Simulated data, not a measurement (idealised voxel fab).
Presented below is a process module, voxel plated lines.
The cross-section shown here is cut; it is 210 nm wide and divided into square cells measuring 5 nm on a side.
We lay out every cross-section as a grid of square cells and spell it out in bands from the top down, where one band means one or more rows of cells. Look at the band entry: it leads with the top's height and the bottom's height in nm. Then it lists the materials left to right, with a width in nm for each. The word "throughout" on a single material says that material fills the band edge to edge. The word "air" is empty space. Height 0 is the level under which the wafer as received is all one material. The lowest band goes on downwards, as in "0 -> down". The width entry "30->40" should be interpreted row by row: the top row of cells in the band takes the first number, the bottom row takes the second number, and the change between adjacent rows is uniform throughout. "no modifications", as given for a step, is the statement that not any cell of the cross-section underwent a change during that step. Sealed void listing: empty space of 8 cells or more with no open way to the top, each as width x height at its distance from the left edge, in nm. after a step's settings: what the simulator itself notes on the step. "overlay nm", when on a step's line for a step with a mask, measures how far to the right of its planned place the mask lay; a negative measure means to the left.

Steps planned for the process
1: RECEIVE (material Si)
2: CONFORMAL_DEP (material SiN; thk nm 10)
3: DIRECTIONAL_DEP (material TiN; thk nm 5)
4: PATTERN (tone open; mask id LINES; material resist; width nm 20; pitch nm 45; thk nm 30; overlay nm 0)
5: EPI (material Ru; thk nm 10)
6: EPI (material Ru; thk nm 10)
7: STRIP (etch materials resist)
8: DIRECTIONAL_ETCH (etch materials TiN; depth nm 5)
9: CONFORMAL_DEP (material SiCN; thk nm 5)

Cross-section, incoming material, after step 1
* 0 -> down  Si throughout
* Sealed void listing: none

The plan above was carried out on the starting structure above with one mistake, and this cross-section shows the wafer at the end of the module
* 40 -> 35  20 of air / 30 of TiN / 15 of air / 30 of TiN / 15 of air / 30 of TiN / 15 of air / 30 of TiN / 25 of air
* 35 -> 15  20 of air / 5 of TiN / 20 of Ru / 5 of TiN / 15 of air / 5 of TiN / 20 of Ru / 5 of TiN / 15 of air / 5 of TiN / 20 of Ru / 5 of TiN / 15 of air / 5 of TiN / 20 of Ru / 5 of TiN / 25 of air
* 15 -> 10  TiN throughout
* 10 -> 0  SiN throughout
* 0 -> down  Si throughout
* Sealed void listing: none
Deviation from plan: not per plan at step 9, really ran CONFORMAL_DEP (material TiN; thk nm 5)
